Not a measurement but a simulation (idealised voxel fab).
Process module, titled voxel wiring stack
Section cut is 250 nm wide and gridded with 5 nm square cells.
How to read a cross-section here: the picture is a grid of square cells, written as bands going from the top down, and any band can span one or more rows of cells. Band entry format. Leading values: height of top, height of bottom, nm. Remainder: materials in left-to-right order, each with its width in nm. Special words: "everywhere" on a single material, which then fills the band edge to edge; "empty", empty space. Heights are expressed relative to 0, this being the level below which the as-received wafer comprises one material exclusively. The lowest band is unbounded in the downward direction and is denoted as in "0 and below". The notation "30..40" denotes a width that varies across the rows of cells in the band, beginning at the first number in the top row, finishing at the second number in the bottom row, and changing by an identical amount from each row to the next. "nothing changed", as given for a step, is the statement that not any cell of the cross-section underwent a change during that step. So "Enclosed void catalog" is basically the list of trapped voids: any empty space of 8 cells or more that can't reach the top through an opening. They're written width x height at distance, the distance being from the left edge, and it's all nm. Step line, after settings: the simulator's comment on this step. A step's line can hold "overlay nm"; with a mask on that step, the setting says how far right of the planned place the mask lay, while a negative setting says it lay to the left. Reading guide: pairs of cross-sections, before and after one process step; after view cut off at lowest changed band; step and settings listed under each pair. Pairs may stem from different runs of this module on the same starting wafer; continuity with the pair above only where the "Preceding state" entry states it.

# Preceding state
> 0 and below  Si everywhere
> Enclosed void catalog: none

# Sectional Result
> 10 down to 0  SiO2 everywhere
> Under 0: no change, same as before.
> Enclosed void catalog: none
Between before and after as drawn above: CONFORMAL_DEP: material SiO2, thk nm 10

Preceding state: The pre-step condition corresponds to the post-step cross-section depicted in the pair directly above.

# Sectional Result
> 15 down to 10  SiN everywhere
> Under 10: no change, same as before.
> Enclosed void catalog: none
Between before and after as drawn above: CONFORMAL_DEP: material SiN, thk nm 5

Preceding state: The pre-step condition corresponds to the post-step cross-section depicted in the pair directly above.

# Sectional Result
> 35 down to 15  SiO2 everywhere
> Under 15: no change, same as before.
> Enclosed void catalog: none
Between before and after as drawn above: DIRECTIONAL_DEP: material SiO2, thk nm 20

Preceding state: The pre-step condition corresponds to the post-step cross-section depicted in the pair directly above.

# Sectional Result
> 45 down to 35  aC everywhere
> Under 35: no change, same as before.
> Enclosed void catalog: none
Between before and after as drawn above: DIRECTIONAL_DEP: material aC, thk nm 10

Preceding state: The pre-step condition corresponds to the post-step cross-section depicted in the pair directly above.

# Sectional Result
> 70 down to 45  resist=95 | empty=20 | resist=20 | empty=20 | resist=95
> Under 45: no change, same as before.
> Enclosed void catalog: none
Between before and after as drawn above: PATTERN: tone open, mask id METAL_1, material resist, width nm 20, pitch nm 40, thk nm 25, overlay nm 0

Preceding state: The pre-step condition corresponds to the post-step cross-section depicted in the pair directly above.

# Sectional Result
> 60 down to 45  resist=95 | empty=20 | resist=20 | empty=20 | resist=95
> 45 down to 35  aC=95 | empty=20 | aC=20 | empty=20 | aC=95
> Under 35: no change, same as before.
> Enclosed void catalog: none
Between before and after as drawn above: DIRECTIONAL_ETCH: etch materials aC, depth nm 10

Preceding state: The pre-step condition corresponds to the post-step cross-section depicted in the pair directly above.

# Sectional Result
> 45 down to 35  aC=95 | empty=20 | aC=20 | empty=20 | aC=95
> Under 35: no change, same as before.
> Enclosed void catalog: none
Between before and after as drawn above: STRIP: etch materials resist

Preceding state: The pre-step condition corresponds to the post-step cross-section depicted in the pair directly above.

# Sectional Result
> 45 down to 35  aC=95 | empty=20 | aC=20 | empty=20 | aC=95
> 35 down to 15  SiO2=95 | empty=20 | SiO2=20 | empty=20 | SiO2=95
> Under 15: no change, same as before.
> Enclosed void catalog: none
Between before and after as drawn above: DIRECTIONAL_ETCH: etch materials SiO2, depth nm 20

Preceding state: The pre-step condition corresponds to the post-step cross-section depicted in the pair directly above.

# Sectional Result
> 45 down to 35  aC=95 | empty=20 | aC=20 | empty=20 | aC=95
> 35 down to 15  SiO2=95 | empty=20 | SiO2=20 | empty=20 | SiO2=95
> 15 down to 10  SiN=95 | empty=20 | SiN=20 | empty=20 | SiN=95
> Under 10: no change, same as before.
> Enclosed void catalog: none
Between before and after as drawn above: DIRECTIONAL_ETCH: etch materials SiN, depth nm 5

Preceding state: The pre-step condition corresponds to the post-step cross-section depicted in the pair directly above.

# Sectional Result
> 35 down to 15  SiO2=95 | empty=20 | SiO2=20 | empty=20 | SiO2=95
> Under 15: no change, same as before.
> Enclosed void catalog: none
Between before and after as drawn above: STRIP: etch materials aC

Preceding state: The pre-step condition corresponds to the post-step cross-section depicted in the pair directly above.

# Sectional Result
> 40 down to 35  TiN=100 | empty=10 | TiN=30 | empty=10 | TiN=100
> 35 down to 15  SiO2=95 | TiN=5 | empty=10 | TiN=5 | SiO2=20 | TiN=5 | empty=10 | TiN=5 | SiO2=95
> 15 down to 10  SiN=95 | TiN=20 | SiN=20 | TiN=20 | SiN=95
> Under 10: no change, same as before.
> Enclosed void catalog: none
Between before and after as drawn above: CONFORMAL_DEP: material TiN, thk nm 5

Preceding state: The pre-step condition corresponds to the post-step cross-section depicted in the pair directly above.

# Sectional Result
> 45 down to 40  Cu everywhere
> 40 down to 35  TiN=100 | Cu=10 | TiN=30 | Cu=10 | TiN=100
> 35 down to 15  SiO2=95 | TiN=5 | Cu=10 | TiN=5 | SiO2=20 | TiN=5 | Cu=10 | TiN=5 | SiO2=95
> Under 15: no change, same as before.
> Enclosed void catalog: none
Between before and after as drawn above: FILL_DEP: material Cu, thk nm 5

Preceding state: The pre-step condition corresponds to the post-step cross-section depicted in the pair directly above.

# Sectional Result
> 35 down to 15  SiO2=95 | TiN=5 | Cu=10 | TiN=5 | SiO2=20 | TiN=5 | Cu=10 | TiN=5 | SiO2=95
> Under 15: no change, same as before.
> Enclosed void catalog: none
Between before and after as drawn above: CMP: height nm 35

Preceding state: The pre-step condition corresponds to the post-step cross-section depicted in the pair directly above.

# Sectional Result
> 40 down to 35  SiCN everywhere
> Under 35: no change, same as before.
> Enclosed void catalog: none
Between before and after as drawn above: CONFORMAL_DEP: material SiCN, thk nm 5

Preceding state: The pre-step condition corresponds to the post-step cross-section depicted in the pair directly above.

# Sectional Result
> 70 down to 40  lowk everywhere
> Under 40: no change, same as before.
> Enclosed void catalog: none
Between before and after as drawn above: DIRECTIONAL_DEP: material lowk, thk nm 30

Preceding state: The pre-step condition corresponds to the post-step cross-section depicted in the pair directly above.

# Sectional Result
> 70 down to 50  lowk=95 | empty=20 | lowk=20 | empty=20 | lowk=95
> Under 50: no change, same as before.
> Enclosed void catalog: none
Between before and after as drawn above: MASKED_ETCH: tone open, mask id METAL_2, width nm 20, pitch nm 40, etch materials lowk, depth nm 20, overlay nm 0

Preceding state: The pre-step condition corresponds to the post-step cross-section depicted in the pair directly above.

# Sectional Result
> 90 down to 70  resist=95 | empty=15 | resist=25 | empty=15 | resist=100
> 70 down to 50  lowk=95 | empty=15 | resist=5 | lowk=20 | empty=15 | resist=5 | lowk=95
> Under 50: no change, same as before.
> Enclosed void catalog: none
Between before and after as drawn above: PATTERN: tone open, mask id METAL_2_HOLES, material resist, width nm 15, pitch nm 40, thk nm 20, overlay nm 0

Preceding state: The pre-step condition corresponds to the post-step cross-section depicted in the pair directly above.

# Sectional Result
> 90 down to 70  resist=95 | empty=15 | resist=25 | empty=15 | resist=100
> 70 down to 50  lowk=95 | empty=15 | resist=5 | lowk=20 | empty=15 | resist=5 | lowk=95
> 50 down to 40  lowk=95 | empty=15 | lowk=25 | empty=15 | lowk=100
> Under 40: no change, same as before.
> Enclosed void catalog: none
Between before and after as drawn above: DIRECTIONAL_ETCH: etch materials lowk, depth nm 10

Preceding state: The pre-step condition corresponds to the post-step cross-section depicted in the pair directly above.

# Sectional Result
> 90 down to 70  resist=95 | empty=15 | resist=25 | empty=15 | resist=100
> 70 down to 50  lowk=95 | empty=15 | resist=5 | lowk=20 | empty=15 | resist=5 | lowk=95
> 50 down to 40  lowk=95 | empty=15 | lowk=25 | empty=15 | lowk=100
> 40 down to 35  SiCN=95 | empty=15 | SiCN=25 | empty=15 | SiCN=100
> Under 35: no change, same as before.
> Enclosed void catalog: none
Between before and after as drawn above: DIRECTIONAL_ETCH: etch materials SiCN, depth nm 5

Preceding state: The pre-step condition corresponds to the post-step cross-section depicted in the pair directly above.

# Sectional Result
> 70 down to 50  lowk=95 | empty=20 | lowk=20 | empty=20 | lowk=95
> Under 50: no change, same as before.
> Enclosed void catalog: none
Between before and after as drawn above: STRIP: etch materials resist

Preceding state: The pre-step condition corresponds to the post-step cross-section depicted in the pair directly above.

# Sectional Result
> 75 down to 70  TiN=100 | empty=10 | TiN=30 | empty=10 | TiN=100
> 70 down to 55  lowk=95 | TiN=5 | empty=10 | TiN=5 | lowk=20 | TiN=5 | empty=10 | TiN=5 | lowk=95
> 55 down to 50  lowk=95 | TiN=5 | empty=5 | TiN=10 | lowk=20 | TiN=5 | empty=5 | TiN=10 | lowk=95
> 50 down to 40  lowk=95 | TiN=5 | empty=5 | TiN=5 | lowk=25 | TiN=5 | empty=5 | TiN=5 | lowk=100
> 40 down to 35  SiCN=95 | TiN=15 | SiCN=25 | TiN=15 | SiCN=100
> Under 35: no change, same as before.
> Enclosed void catalog: none
Between before and after as drawn above: CONFORMAL_DEP: material TiN, thk nm 5

Preceding state: The pre-step condition corresponds to the post-step cross-section depicted in the pair directly above.

# Sectional Result
> 85 down to 75  Cu everywhere
> 75 down to 70  TiN=100 | Cu=10 | TiN=30 | Cu=10 | TiN=100
> 70 down to 55  lowk=95 | TiN=5 | Cu=10 | TiN=5 | lowk=20 | TiN=5 | Cu=10 | TiN=5 | lowk=95
> 55 down to 50  lowk=95 | TiN=5 | Cu=5 | TiN=10 | lowk=20 | TiN=5 | Cu=5 | TiN=10 | lowk=95
> 50 down to 40  lowk=95 | TiN=5 | Cu=5 | TiN=5 | lowk=25 | TiN=5 | Cu=5 | TiN=5 | lowk=100
> Under 40: no change, same as before.
> Enclosed void catalog: none
Between before and after as drawn above: FILL_DEP: material Cu, thk nm 10

Preceding state: The pre-step condition corresponds to the post-step cross-section depicted in the pair directly above.

# Sectional Result
> 70 down to 55  lowk=95 | TiN=5 | Cu=10 | TiN=5 | lowk=20 | TiN=5 | Cu=10 | TiN=5 | lowk=95
> Under 55: no change, same as before.
> Enclosed void catalog: none
Between before and after as drawn above: CMP: height nm 70

Preceding state: The pre-step condition corresponds to the post-step cross-section depicted in the pair directly above.

# Sectional Result
> 75 down to 70  SiCN everywhere
> Under 70: no change, same as before.
> Enclosed void catalog: none
Between before and after as drawn above: CONFORMAL_DEP: material SiCN, thk nm 5

Preceding state: The pre-step condition corresponds to the post-step cross-section depicted in the pair directly above.

# Sectional Result
> 85 down to 75  lowk everywhere
> Under 75: no change, same as before.
> Enclosed void catalog: none
Between before and after as drawn above: DIRECTIONAL_DEP: material lowk, thk nm 10

Preceding state: The pre-step condition corresponds to the post-step cross-section depicted in the pair directly above.

# Sectional Result
> 100 down to 85  aC everywhere
> Under 85: no change, same as before.
> Enclosed void catalog: none
Between before and after as drawn above: DIRECTIONAL_DEP: material aC, thk nm 15

Preceding state: The pre-step condition corresponds to the post-step cross-section depicted in the pair directly above.

# Sectional Result
> 135 down to 100  resist=95 | empty=15 | resist=140
> Under 100: no change, same as before.
> Enclosed void catalog: none
Between before and after as drawn above: PATTERN: tone open, mask id PLUG_2, material resist, width nm 15, thk nm 35, overlay nm 0

Preceding state: The pre-step condition corresponds to the post-step cross-section depicted in the pair directly above.

# Sectional Result
> 120 down to 100  resist=95 | empty=15 | resist=140
> 100 down to 85  aC=95 | empty=15 | aC=140
> Under 85: no change, same as before.
> Enclosed void catalog: none
Between before and after as drawn above: DIRECTIONAL_ETCH: etch materials aC, depth nm 15

Preceding state: The pre-step condition corresponds to the post-step cross-section depicted in the pair directly above.

# Sectional Result
> 100 down to 85  aC=95 | empty=15 | aC=140
> Under 85: no change, same as before.
> Enclosed void catalog: none
Between before and after as drawn above: STRIP: etch materials resist

Preceding state: The pre-step condition corresponds to the post-step cross-section depicted in the pair directly above.

# Sectional Result
> 100 down to 85  aC=95 | empty=15 | aC=140
> 85 down to 75  lowk=95 | empty=15 | lowk=140
> Under 75: no change, same as before.
> Enclosed void catalog: none
Between before and after as drawn above: DIRECTIONAL_ETCH: etch materials lowk, depth nm 10

Preceding state: The pre-step condition corresponds to the post-step cross-section depicted in the pair directly above.

# Sectional Result
> 100 down to 85  aC=95 | empty=15 | aC=140
> 85 down to 75  lowk=95 | empty=15 | lowk=140
> 75 down to 70  SiCN=95 | empty=15 | SiCN=140
> Under 70: no change, same as before.
> Enclosed void catalog: none
Between before and after as drawn above: DIRECTIONAL_ETCH: etch materials SiCN, depth nm 5

Preceding state: The pre-step condition corresponds to the post-step cross-section depicted in the pair directly above.

# Sectional Result
> 85 down to 75  lowk=95 | empty=15 | lowk=140
> Under 75: no change, same as before.
> Enclosed void catalog: none
Between before and after as drawn above: STRIP: etch materials aC

Preceding state: The pre-step condition corresponds to the post-step cross-section depicted in the pair directly above.

# Sectional Result
> 85 down to 80  lowk=95 | empty=15 | lowk=140
> 80 down to 75  lowk=95 | Ru=15 | lowk=140
> 75 down to 70  SiCN=95 | Ru=15 | SiCN=140
> Under 70: no change, same as before.
> Enclosed void catalog: none
Between before and after as drawn above: EPI: material Ru, thk nm 10

Preceding state: The pre-step condition corresponds to the post-step cross-section depicted in the pair directly above.

# Sectional Result
> 85 down to 75  lowk=95 | Ru=15 | lowk=140
> Under 75: no change, same as before.
> Enclosed void catalog: none
Between before and after as drawn above: EPI: material Ru, thk nm 5

Preceding state: The pre-step condition corresponds to the post-step cross-section depicted in the pair directly above.

# Sectional Result
> 90 down to 85  SiCN everywhere
> Under 85: no change, same as before.
> Enclosed void catalog: none
Between before and after as drawn above: CONFORMAL_DEP: material SiCN, thk nm 5

Preceding state: The pre-step condition corresponds to the post-step cross-section depicted in the pair directly above.

# Sectional Result
> 110 down to 90  lowk everywhere
> Under 90: no change, same as before.
> Enclosed void catalog: none
Between before and after as drawn above: DIRECTIONAL_DEP: material lowk, thk nm 20

Preceding state: The pre-step condition corresponds to the post-step cross-section depicted in the pair directly above.

# Sectional Result
> 125 down to 110  resist=95 | empty=20 | resist=20 | empty=20 | resist=95
> Under 110: no change, same as before.
> Enclosed void catalog: none
Between before and after as drawn above: PATTERN: tone open, mask id METAL_3, material resist, width nm 20, pitch nm 40, thk nm 15, overlay nm 0

Preceding state: The pre-step condition corresponds to the post-step cross-section depicted in the pair directly above.

# Sectional Result
> 125 down to 110  resist=95 | empty=20 | resist=20 | empty=20 | resist=95
> 110 down to 90  lowk=95 | empty=20 | lowk=20 | empty=20 | lowk=95
> Under 90: no change, same as before.
> Enclosed void catalog: none
Between before and after as drawn above: DIRECTIONAL_ETCH: etch materials lowk, depth nm 20

Preceding state: The pre-step condition corresponds to the post-step cross-section depicted in the pair directly above.

# Sectional Result
> 125 down to 110  resist=95 | empty=20 | resist=20 | empty=20 | resist=95
> 110 down to 90  lowk=95 | empty=20 | lowk=20 | empty=20 | lowk=95
> 90 down to 85  SiCN=95 | empty=20 | SiCN=20 | empty=20 | SiCN=95
> Under 85: no change, same as before.
> Enclosed void catalog: none
Between before and after as drawn above: DIRECTIONAL_ETCH: etch materials SiCN, depth nm 5

Preceding state: The pre-step condition corresponds to the post-step cross-section depicted in the pair directly above.

# Sectional Result
> 110 down to 90  lowk=95 | empty=20 | lowk=20 | empty=20 | lowk=95
> Under 90: no change, same as before.
> Enclosed void catalog: none
Between before and after as drawn above: STRIP: etch materials resist

Preceding state: The pre-step condition corresponds to the post-step cross-section depicted in the pair directly above.

# Sectional Result
> 115 down to 110  TiN=100 | empty=10 | TiN=30 | empty=10 | TiN=100
> 110 down to 90  lowk=95 | TiN=5 | empty=10 | TiN=5 | lowk=20 | TiN=5 | empty=10 | TiN=5 | lowk=95
> 90 down to 85  SiCN=95 | TiN=20 | SiCN=20 | TiN=20 | SiCN=95
> Under 85: no change, same as before.
> Enclosed void catalog: none
Between before and after as drawn above: CONFORMAL_DEP: material TiN, thk nm 5

Preceding state: The pre-step condition corresponds to the post-step cross-section depicted in the pair directly above.

# Sectional Result
> 120 down to 115  Cu everywhere
> 115 down to 110  TiN=100 | Cu=10 | TiN=30 | Cu=10 | TiN=100
> 110 down to 90  lowk=95 | TiN=5 | Cu=10 | TiN=5 | lowk=20 | TiN=5 | Cu=10 | TiN=5 | lowk=95
> Under 90: no change, same as before.
> Enclosed void catalog: none
Between before and after as drawn above: FILL_DEP: material Cu, thk nm 5

Preceding state: The pre-step condition corresponds to the post-step cross-section depicted in the pair directly above.

# Sectional Result
> 110 down to 90  lowk=95 | TiN=5 | Cu=10 | TiN=5 | lowk=20 | TiN=5 | Cu=10 | TiN=5 | lowk=95
> Under 90: no change, same as before.
> Enclosed void catalog: none
Between before and after as drawn above: CMP: height nm 110

Preceding state: The pre-step condition corresponds to the post-step cross-section depicted in the pair directly above.

# Sectional Result
> 115 down to 110  empty=90 | Ru=30 | empty=10 | Ru=30 | empty=90
> Under 110: no change, same as before.
> Enclosed void catalog: none
Between before and after as drawn above: EPI: material Ru, thk nm 5

Preceding state: The pre-step condition corresponds to the post-step cross-section depicted in the pair directly above.

# Sectional Result
> 120 down to 115  SiCN everywhere
> 115 down to 110  SiCN=90 | Ru=30 | SiCN=10 | Ru=30 | SiCN=90
> Under 110: no change, same as before.
> Enclosed void catalog: none
Between before and after as drawn above: FILL_DEP: material SiCN, thk nm 5

Preceding state: The pre-step condition corresponds to the post-step cross-section depicted in the pair directly above.

# Sectional Result
> 130 down to 120  SiO2 everywhere
> Under 120: no change, same as before.
> Enclosed void catalog: none
Between before and after as drawn above: DIRECTIONAL_DEP: material SiO2, thk nm 10

Preceding state: The pre-step condition corresponds to the post-step cross-section depicted in the pair directly above.

# Sectional Result
> 140 down to 130  aC everywhere
> Under 130: no change, same as before.
> Enclosed void catalog: none
Between before and after as drawn above: DIRECTIONAL_DEP: material aC, thk nm 10

Preceding state: The pre-step condition corresponds to the post-step cross-section depicted in the pair directly above.

# Sectional Result
> 170 down to 140  resist=95 | empty=15 | resist=25 | empty=15 | resist=100
> Under 140: no change, same as before.
> Enclosed void catalog: none
Between before and after as drawn above: PATTERN: tone open, mask id PLUG_3, material resist, width nm 15, pitch nm 40, thk nm 30, overlay nm 0

Preceding state: The pre-step condition corresponds to the post-step cross-section depicted in the pair directly above.

# Sectional Result
> 160 down to 140  resist=95 | empty=15 | resist=25 | empty=15 | resist=100
> 140 down to 130  aC=95 | empty=15 | aC=25 | empty=15 | aC=100
> Under 130: no change, same as before.
> Enclosed void catalog: none
Between before and after as drawn above: DIRECTIONAL_ETCH: etch materials aC, depth nm 10

Preceding state: The pre-step condition corresponds to the post-step cross-section depicted in the pair directly above.

# Sectional Result
> 140 down to 130  aC=95 | empty=15 | aC=25 | empty=15 | aC=100
> Under 130: no change, same as before.
> Enclosed void catalog: none
Between before and after as drawn above: STRIP: etch materials resist

Preceding state: The pre-step condition corresponds to the post-step cross-section depicted in the pair directly above.

# Sectional Result
> 140 down to 130  aC=95 | empty=15 | aC=25 | empty=15 | aC=100
> 130 down to 120  SiO2=95 | empty=15 | SiO2=25 | empty=15 | SiO2=100
> Under 120: no change, same as before.
> Enclosed void catalog: none
Between before and after as drawn above: DIRECTIONAL_ETCH: etch materials SiO2, depth nm 10

Preceding state: The pre-step condition corresponds to the post-step cross-section depicted in the pair directly above.

# Sectional Result
> 140 down to 130  aC=95 | empty=15 | aC=25 | empty=15 | aC=100
> 130 down to 120  SiO2=95 | empty=15 | SiO2=25 | empty=15 | SiO2=100
> 120 down to 115  SiCN=95 | empty=15 | SiCN=25 | empty=15 | SiCN=100
> Under 115: no change, same as before.
> Enclosed void catalog: none
Between before and after as drawn above: DIRECTIONAL_ETCH: etch materials SiCN, depth nm 5

Preceding state: The pre-step condition corresponds to the post-step cross-section depicted in the pair directly above.

# Sectional Result
> 130 down to 120  SiO2=95 | empty=15 | SiO2=25 | empty=15 | SiO2=100
> Under 120: no change, same as before.
> Enclosed void catalog: none
Between before and after as drawn above: STRIP: etch materials aC

Preceding state: The pre-step condition corresponds to the post-step cross-section depicted in the pair directly above.

# Sectional Result
> 130 down to 125  SiO2=95 | empty=15 | SiO2=25 | empty=15 | SiO2=100
> 125 down to 120  SiO2=95 | Ru=15 | SiO2=25 | Ru=15 | SiO2=100
> 120 down to 110  SiCN=95..90 | Ru=15..30 | SiCN=25..10 | Ru=15..30 | SiCN=100..90
> Under 110: no change, same as before.
> Enclosed void catalog: none
Between before and after as drawn above: EPI: material Ru, thk nm 10

Preceding state: The pre-step condition corresponds to the post-step cross-section depicted in the pair directly above.

# Sectional Result
> 130 down to 120  SiO2=95 | Ru=15 | SiO2=25 | Ru=15 | SiO2=100
> Under 120: no change, same as before.
> Enclosed void catalog: none
Between before and after as drawn above: EPI: material Ru, thk nm 5

Preceding state: The pre-step condition corresponds to the post-step cross-section depicted in the pair directly above.

# Sectional Result
> 135 down to 130  SiN everywhere
> Under 130: no change, same as before.
> Enclosed void catalog: none
Between before and after as drawn above: CONFORMAL_DEP: material SiN, thk nm 5

Preceding state: The pre-step condition corresponds to the post-step cross-section depicted in the pair directly above.

# Sectional Result
> 150 down to 135  SiO2 everywhere
> Under 135: no change, same as before.
> Enclosed void catalog: none
Between before and after as drawn above: DIRECTIONAL_DEP: material SiO2, thk nm 15

Preceding state: The pre-step condition corresponds to the post-step cross-section depicted in the pair directly above.

# Sectional Result
> 150 down to 135  SiO2=95 | empty=20 | SiO2=20 | empty=20 | SiO2=95
> Under 135: no change, same as before.
> Enclosed void catalog: none
Between before and after as drawn above: MASKED_ETCH: tone open, mask id METAL_4, width nm 20, pitch nm 40, etch materials SiO2, depth nm 15, overlay nm 0

Preceding state: The pre-step condition corresponds to the post-step cross-section depicted in the pair directly above.

# Sectional Result
> 150 down to 135  SiO2=95 | empty=20 | SiO2=20 | empty=20 | SiO2=95
> 135 down to 130  SiN=95 | empty=20 | SiN=20 | empty=20 | SiN=95
> Under 130: no change, same as before.
> Enclosed void catalog: none
Between before and after as drawn above: MASKED_ETCH: tone open, mask id METAL_4, width nm 20, pitch nm 40, etch materials SiN, depth nm 5, overlay nm 0

Preceding state: The pre-step condition corresponds to the post-step cross-section depicted in the pair directly above.

# Sectional Result
> 155 down to 150  TiN=100 | empty=10 | TiN=30 | empty=10 | TiN=100
> 150 down to 135  SiO2=95 | TiN=5 | empty=10 | TiN=5 | SiO2=20 | TiN=5 | empty=10 | TiN=5 | SiO2=95
> 135 down to 130  SiN=95 | TiN=20 | SiN=20 | TiN=20 | SiN=95
> Under 130: no change, same as before.
> Enclosed void catalog: none
Between before and after as drawn above: CONFORMAL_DEP: material TiN, thk nm 5

Preceding state: The pre-step condition corresponds to the post-step cross-section depicted in the pair directly above.

# Sectional Result
> 165 down to 155  W everywhere
> 155 down to 150  TiN=100 | W=10 | TiN=30 | W=10 | TiN=100
> 150 down to 135  SiO2=95 | TiN=5 | W=10 | TiN=5 | SiO2=20 | TiN=5 | W=10 | TiN=5 | SiO2=95
> Under 135: no change, same as before.
> Enclosed void catalog: none
Between before and after as drawn above: FILL_DEP: material W, thk nm 10

Preceding state: The pre-step condition corresponds to the post-step cross-section depicted in the pair directly above.

# Sectional Result
> 150 down to 135  SiO2=95 | TiN=5 | W=10 | TiN=5 | SiO2=20 | TiN=5 | W=10 | TiN=5 | SiO2=95
> Under 135: no change, same as before.
> Enclosed void catalog: none
Between before and after as drawn above: CMP: height nm 150

Preceding state: The pre-step condition corresponds to the post-step cross-section depicted in the pair directly above.

# Sectional Result
> 155 down to 150  empty=90 | Ru=30 | empty=10 | Ru=30 | empty=90
> Under 150: no change, same as before.
> Enclosed void catalog: none
Between before and after as drawn above: EPI: material Ru, thk nm 5

Preceding state: The pre-step condition corresponds to the post-step cross-section depicted in the pair directly above.

# Sectional Result
> 160 down to 155  SiCN everywhere
> 155 down to 150  SiCN=90 | Ru=30 | SiCN=10 | Ru=30 | SiCN=90
> Under 150: no change, same as before.
> Enclosed void catalog: none
Between before and after as drawn above: FILL_DEP: material SiCN, thk nm 5

# Preceding state
> 165 down to 155  W everywhere
> 155 down to 150  TiN=100 | W=10 | TiN=30 | W=10 | TiN=100
> 150 down to 135  SiO2=95 | TiN=5 | W=10 | TiN=5 | SiO2=20 | TiN=5 | W=10 | TiN=5 | SiO2=95
> 135 down to 130  SiN=95 | TiN=20 | SiN=20 | TiN=20 | SiN=95
> 130 down to 120  SiO2=95 | Ru=15 | SiO2=25 | Ru=15 | SiO2=100
> 120 down to 110  SiCN=95..90 | Ru=15..30 | SiCN=25..10 | Ru=15..30 | SiCN=100..90
> 110 down to 90  lowk=95 | TiN=5 | Cu=10 | TiN=5 | lowk=20 | TiN=5 | Cu=10 | TiN=5 | lowk=95
> 90 down to 85  SiCN=95 | TiN=20 | SiCN=20 | TiN=20 | SiCN=95
> 85 down to 75  lowk=95 | Ru=15 | lowk=140
> 75 down to 70  SiCN=95 | Ru=15 | SiCN=140
> 70 down to 55  lowk=95 | TiN=5 | Cu=10 | TiN=5 | lowk=20 | TiN=5 | Cu=10 | TiN=5 | lowk=95
> 55 down to 50  lowk=95 | TiN=5 | Cu=5 | TiN=10 | lowk=20 | TiN=5 | Cu=5 | TiN=10 | lowk=95
> 50 down to 40  lowk=95 | TiN=5 | Cu=5 | TiN=5 | lowk=25 | TiN=5 | Cu=5 | TiN=5 | lowk=100
> 40 down to 35  SiCN=95 | TiN=15 | SiCN=25 | TiN=15 | SiCN=100
> 35 down to 15  SiO2=95 | TiN=5 | Cu=10 | TiN=5 | SiO2=20 | TiN=5 | Cu=10 | TiN=5 | SiO2=95
> 15 down to 10  SiN=95 | TiN=20 | SiN=20 | TiN=20 | SiN=95
> 10 down to 0  SiO2 everywhere
> 0 and below  Si everywhere
> Enclosed void catalog: none

# Sectional Result
> 170 down to 165  Ru everywhere
> Under 165: no change, same as before.
> Enclosed void catalog: none
Between before and after as drawn above: EPI: material Ru, thk nm 5

Preceding state: The pre-step condition corresponds to the post-step cross-section depicted in the pair directly above.

# Sectional Result
> 175 down to 170  SiCN everywhere
> Under 170: no change, same as before.
> Enclosed void catalog: none
Between before and after as drawn above: FILL_DEP: material SiCN, thk nm 5

# Preceding state
> 130 down to 125  SiO2=95 | empty=15 | SiO2=25 | empty=15 | SiO2=100
> 125 down to 120  SiO2=95 | Ru=15 | SiO2=25 | Ru=15 | SiO2=100
> 120 down to 110  SiCN=95..90 | Ru=15..30 | SiCN=25..10 | Ru=15..30 | SiCN=100..90
> 110 down to 90  lowk=95 | TiN=5 | Cu=10 | TiN=5 | lowk=20 | TiN=5 | Cu=10 | TiN=5 | lowk=95
> 90 down to 85  SiCN=95 | TiN=20 | SiCN=20 | TiN=20 | SiCN=95
> 85 down to 75  lowk=95 | Ru=15 | lowk=140
> 75 down to 70  SiCN=95 | Ru=15 | SiCN=140
> 70 down to 55  lowk=95 | TiN=5 | Cu=10 | TiN=5 | lowk=20 | TiN=5 | Cu=10 | TiN=5 | lowk=95
> 55 down to 50  lowk=95 | TiN=5 | Cu=5 | TiN=10 | lowk=20 | TiN=5 | Cu=5 | TiN=10 | lowk=95
> 50 down to 40  lowk=95 | TiN=5 | Cu=5 | TiN=5 | lowk=25 | TiN=5 | Cu=5 | TiN=5 | lowk=100
> 40 down to 35  SiCN=95 | TiN=15 | SiCN=25 | TiN=15 | SiCN=100
> 35 down to 15  SiO2=95 | TiN=5 | Cu=10 | TiN=5 | SiO2=20 | TiN=5 | Cu=10 | TiN=5 | SiO2=95
> 15 down to 10  SiN=95 | TiN=20 | SiN=20 | TiN=20 | SiN=95
> 10 down to 0  SiO2 everywhere
> 0 and below  Si everywhere
> Enclosed void catalog: none

# Sectional Result
> 135 down to 130  empty=90 | Ru=25 | empty=15 | Ru=25 | empty=95
> 130 down to 120  SiO2=95 | Ru=15 | SiO2=25 | Ru=15 | SiO2=100
> Under 120: no change, same as before.
> Enclosed void catalog: none
Between before and after as drawn above: EPI: material Ru, thk nm 10

Preceding state: The pre-step condition corresponds to the post-step cross-section depicted in the pair directly above.

# Sectional Result
> 140 down to 130  empty=85 | Ru=35 | empty=5 | Ru=35 | empty=90
> Under 130: no change, same as before.
> Enclosed void catalog: none
Between before and after as drawn above: EPI: material Ru, thk nm 5

Preceding state: The pre-step condition corresponds to the post-step cross-section depicted in the pair directly above.

# Sectional Result
> 145 down to 140  empty=80 | SiN=85 | empty=85
> 140 down to 135  empty=80 | SiN=5 | Ru=35 | SiN=5 | Ru=35 | SiN=5 | empty=85
> 135 down to 130  SiN=85 | Ru=35 | SiN=5 | Ru=35 | SiN=90
> Under 130: no change, same as before.
> Enclosed void catalog: none
Between before and after as drawn above: CONFORMAL_DEP: material SiN, thk nm 5

Preceding state: The pre-step condition corresponds to the post-step cross-section depicted in the pair directly above.

# Sectional Result
> 160 down to 150  empty=80 | SiO2=85 | empty=85
> 150 down to 145  SiO2 everywhere
> 145 down to 140  SiO2=80 | SiN=85 | SiO2=85
> 140 down to 135  SiO2=80 | SiN=5 | Ru=35 | SiN=5 | Ru=35 | SiN=5 | SiO2=85
> Under 135: no change, same as before.
> Enclosed void catalog: none
Between before and after as drawn above: DIRECTIONAL_DEP: material SiO2, thk nm 15

Preceding state: The pre-step condition corresponds to the post-step cross-section depicted in the pair directly above.

# Sectional Result
> 160 down to 150  empty=80 | SiO2=15 | empty=20 | SiO2=20 | empty=20 | SiO2=10 | empty=85
> 150 down to 145  SiO2=95 | empty=20 | SiO2=20 | empty=20 | SiO2=95
> Under 145: no change, same as before.
> Enclosed void catalog: none
Between before and after as drawn above: MASKED_ETCH: tone open, mask id METAL_4, width nm 20, pitch nm 40, etch materials SiO2, depth nm 15, overlay nm 0

Preceding state: The pre-step condition corresponds to the post-step cross-section depicted in the pair directly above.

# Sectional Result
> 160 down to 150  empty=80 | SiO2=15 | empty=20 | SiO2=20 | empty=20 | SiO2=10 | empty=85
> 150 down to 145  SiO2=95 | empty=20 | SiO2=20 | empty=20 | SiO2=95
> 145 down to 140  SiO2=80 | SiN=15 | empty=20 | SiN=20 | empty=20 | SiN=10 | SiO2=85
> Under 140: no change, same as before.
> Enclosed void catalog: none
Between before and after as drawn above: MASKED_ETCH: tone open, mask id METAL_4, width nm 20, pitch nm 40, etch materials SiN, depth nm 5, overlay nm 0
